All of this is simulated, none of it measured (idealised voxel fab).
The following process module bears the name voxel gate over fins.
Cross-section cut spans 165 nm and uses square cells 5 nm in size.
Cross-section layout: square cells on a grid; listed as bands, top to bottom; a band spans one or more cell rows.
The entry gives the band's vertical extent as a top height and a bottom height in nm, then its horizontal make-up as materials from left to right, each with a width in nm. "blank" stands for empty space; a single material marked "full width" fills the band edge to edge.
The level at which height equals 0 is the one under which the wafer, as it arrives, is entirely one material. No lower edge exists for the bottom band, which continues downward and is notated as in "top 0, no bottom".
The notation "30..40" denotes a width that varies across the rows of cells in the band, beginning at the first number in the top row, finishing at the second number in the bottom row, and changing by an identical amount from each row to the next.
For the purposes of this document, the phrase "stayed the same" attached to a step denotes that no cell within the cross-section was modified by that step.
Under "Fully enclosed voids" you'll find the enclosed gaps, the ones with no way out to the top, that are 8 cells or bigger; each reads width x height at distance, with distance counted from the left edge, everything in nm.
Anything after a step's settings on that line? It's the simulator's own note about the step.
Steps that use a mask can have "overlay nm" on their line. It says how far the mask sat to the right of where it was meant to be. Negative means to the left.

-- Process steps foreseen in the plan
1: RECEIVE: material Si
2: CONFORMAL_DEP: material SiN, thk nm 10
3: MASKED_ETCH: tone cover, mask id FINS, width nm 15, pitch nm 35, etch materials SiN, depth nm 10, overlay nm 0
4: MASKED_ETCH: tone cover, mask id FINS, width nm 15, pitch nm 35, etch materials Si, depth nm 30, overlay nm 0
5: OXIDIZE: depth nm 5
6: FILL_DEP: material SiO2, thk nm 5
7: CMP: height nm 10
8: SELECTIVE_ETCH: etch materials SiO2, depth nm 20
9: STRIP: etch materials SiN
10: CONFORMAL_DEP: material HfO2, thk nm 5
11: CONFORMAL_DEP: material TiN, thk nm 5
12: FILL_DEP: material W, thk nm 10
13: CMP: height nm 15
14: CONFORMAL_DEP: material SiN, thk nm 10

-- Cross-section, incoming material, after step 1
* top 0, no bottom | Si full width
* Fully enclosed voids: none

-- Result of the module, cross-sectioned: start per above, plan per above, one error in how it was run
* top 25, bottom 15 | SiN full width
* top 15, bottom 10 | W full width
* top 10, bottom 5 | W: 35, HfO2: 25, W: 10, HfO2: 25, W: 10, HfO2: 25, W: 35
* top 5, bottom 0 | W: 35, HfO2: 5, TiN: 15, HfO2: 5, W: 10, HfO2: 5, TiN: 15, HfO2: 5, W: 10, HfO2: 5, TiN: 15, HfO2: 5, W: 35
* top 0, bottom -5 | HfO2: 40, TiN: 5, Si: 5, TiN: 5, HfO2: 20, TiN: 5, Si: 5, TiN: 5, HfO2: 20, TiN: 5, Si: 5, TiN: 5, HfO2: 40
* top -5, bottom -10 | TiN: 45, Si: 5, TiN: 30, Si: 5, TiN: 30, Si: 5, TiN: 45
* top -10, bottom -35 | SiO2: 45, Si: 5, SiO2: 30, Si: 5, SiO2: 30, Si: 5, SiO2: 45
* top -35, no bottom | Si full width
* Fully enclosed voids: none
Processing error: steps 10 and 11 run out of order (swapped)
